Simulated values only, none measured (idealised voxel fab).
Process module heading - voxel self aligned contacts
Pictured: cross-section cut, 265 nm wide, on a grid of 5 nm square cells.
Format of a cross-section: grid, square cells. Given as bands. Order: top down. Band: one or more rows of cells. Top height, bottom height, nm. Materials left to right, width each, nm. Single material + "everywhere" = fills band edge to edge. "air" = empty. Note: height 0 marks the level under which the wafer is uniformly one material as received. Lowest band unbounded below, written "0 and below". Graded width ("30..40"): value in top row of band = first number; value in bottom row = second number; row-to-row change constant. "remained the same" for a step: no cell of the cross-section changed in that step. Closed empty spaces (no open way to the top) of 8 cells or more are what "Sealed internal cavities" lists, each as width x height at distance from the left edge, nm for all three. Where a step's line continues beyond its settings, the continuation is a remark by the simulator itself on that step. The line of a step may include "overlay nm". On a step with a mask, this value is how far to the right of its planned place the mask lay. A negative value means the mask lay to the left.

## Planned process steps
1: op RECEIVE | material Si
2: op OXIDIZE | depth nm 5
3: op DIRECTIONAL_DEP | material polySi | thk nm 20
4: op DIRECTIONAL_DEP | material SiN | thk nm 20
5: op MASKED_ETCH | tone cover | mask id GATE | width nm 35 | pitch nm 60 | etch materials SiN | depth nm 20 | overlay nm 0
6: op MASKED_ETCH | tone cover | mask id GATE | width nm 35 | pitch nm 60 | etch materials polySi | depth nm 20 | overlay nm 0
7: op CONFORMAL_DEP | material SiN | thk nm 5
8: op DIRECTIONAL_ETCH | etch materials SiN | depth nm 5
9: op FILL_DEP | material SiO2 | thk nm 10
10: op CMP | height nm 45
11: op PATTERN | tone open | mask id CONTACT | material resist | width nm 45 | thk nm 20 | overlay nm 0
12: op DIRECTIONAL_ETCH | etch materials SiO2 | depth nm 50
13: op STRIP | etch materials resist
14: op CONFORMAL_DEP | material TiN | thk nm 5
15: op FILL_DEP | material W | thk nm 10
16: op CMP | height nm 45
17: op CONFORMAL_DEP | material SiN | thk nm 5

## As received (post step 1): cross-section
    0 and below  Si everywhere
    Sealed internal cavities: none

## Looking at the first of two wafers in cross-section at end of module - ran to plan
    50 down to 45  SiN everywhere
    45 down to 40  SiO2: 110  TiN: 20  W: 5  TiN: 20  SiO2: 110
    40 down to 20  SiO2: 80  SiN: 45  TiN: 5  W: 5  TiN: 5  SiN: 45  SiO2: 80
    20 down to 0  SiO2: 80  SiN: 5  polySi: 35  SiN: 5  TiN: 5  W: 5  TiN: 5  SiN: 5  polySi: 35  SiN: 5  SiO2: 80
    0 down to -5  SiO2: 125  TiN: 15  SiO2: 125
    -5 and below  Si everywhere
    Sealed internal cavities: none

## Second of two wafers, module complete, sectioned: it shares the first wafer's start and plan but was run with one mistake
    50 down to 45  SiN everywhere
    45 down to 40  SiO2: 80  SiN: 45  TiN: 15  SiN: 45  SiO2: 80
    40 down to 20  SiN everywhere
    20 down to 0  polySi everywhere
    0 down to -5  SiO2 everywhere
    -5 and below  Si everywhere
    Sealed internal cavities: none
Processing error: plan step 4 was twice executed
Count the cells at the end and the second wafer has more or fewer of some materials than the first: +142 SiN; -265 SiO2; -24 TiN; -9 W; +156 polySi
